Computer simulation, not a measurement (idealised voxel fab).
Process module in this document: voxel self aligned contacts
Each square cell in cross-section cut measures 5 nm, and the section as a whole is 235 nm wide.
Format of a cross-section: grid, square cells. Given as bands. Order: top down. Band: one or more rows of cells. Within each band entry, the heights of the top and of the bottom of the band appear first, in that order and in nm; the materials of the band then follow from left to right, each with its corresponding width in nm. The designation "edge to edge" on a single material indicates that it fills the band from edge to edge; the designation "air" indicates empty space. Height is counted from the level 0, under which the received wafer is composed throughout of one material. The lowest of the bands is not closed at the bottom but continues downward, in the notation "from 0 down". Width: "30 to 40" (first number = top row, second number = bottom row, same change from row to row of cells). For the purposes of this document, the phrase "nothing got changed" attached to a step denotes that no cell within the cross-section was modified by that step. Reported under the label "Listed closed voids" are the empty spaces having no open way to the top and comprising 8 cells or more; the notation for each is width x height at distance, in which the distance is measured from the left edge and all three values are in nm. Text after the settings on a step's line: the simulator's own remark on that step. overlay nm: on a step with a mask, how far right of its planned place the mask lay; negative means left.

# The process steps that were planned are listed below
| 1 | RECEIVE: material Si |
| 2 | OXIDIZE: depth nm 5 |
| 3 | DIRECTIONAL_DEP: material polySi, thk nm 20 |
| 4 | DIRECTIONAL_DEP: material SiN, thk nm 10 |
| 5 | DIRECTIONAL_DEP: material aC, thk nm 15 |
| 6 | PATTERN: tone cover, mask id GATE, material resist, width nm 35, pitch nm 60, thk nm 30, overlay nm 0 |
| 7 | DIRECTIONAL_ETCH: etch materials aC, depth nm 15 |
| 8 | STRIP: etch materials resist |
| 9 | DIRECTIONAL_ETCH: etch materials SiN, depth nm 15 |
| 10 | DIRECTIONAL_ETCH: etch materials polySi, depth nm 20 |
| 11 | STRIP: etch materials aC |
| 12 | CONFORMAL_DEP: material SiN, thk nm 5 |
| 13 | DIRECTIONAL_ETCH: etch materials SiN, depth nm 5 |
| 14 | FILL_DEP: material SiO2, thk nm 10 |
| 15 | CMP: height nm 40 |
| 16 | DIRECTIONAL_DEP: material aC, thk nm 10 |
| 17 | PATTERN: tone open, mask id CONTACT, material resist, width nm 35, thk nm 30, overlay nm 0 |
| 18 | DIRECTIONAL_ETCH: etch materials aC, depth nm 10 |
| 19 | STRIP: etch materials resist |
| 20 | DIRECTIONAL_ETCH: etch materials SiO2, depth nm 45 |
| 21 | STRIP: etch materials aC |
| 22 | CONFORMAL_DEP: material TiN, thk nm 5 |
| 23 | FILL_DEP: material Ru, thk nm 10 |
| 24 | CMP: height nm 40 |
| 25 | CONFORMAL_DEP: material SiN, thk nm 5 |
Every wafer here starts from the same state; it is the step 4 thk nm that distinguishes them, and the value the plan gives belongs to the first wafer.

# Cross-section, first of several wafers, as delivered after step 1
- from 0 down | Si edge to edge
- Listed closed voids: none

# Rows = wafers. At module end, each row lists per material the cells gained (+) or lost (-) since the wafer was received, then the closed voids
thk nm 10, +12 Ru, -47 Si, +99 SiN, +280 SiO2, +23 TiN, +56 polySi, Listed closed voids: none
thk nm 15, +8 Ru, -47 Si, +117 SiN, +266 SiO2, +23 TiN, +56 polySi, Listed closed voids: none
thk nm 20, +2 Ru, -47 Si, +148 SiN, +125 SiO2, +7 TiN, +188 polySi, Listed closed voids: none
thk nm 25, +1 Ru, -47 Si, +177 SiN, +99 SiO2, +5 TiN, +188 polySi, Listed closed voids: none
thk nm 30, -47 Si, +206 SiN, +73 SiO2, +3 TiN, +188 polySi, Listed closed voids: none
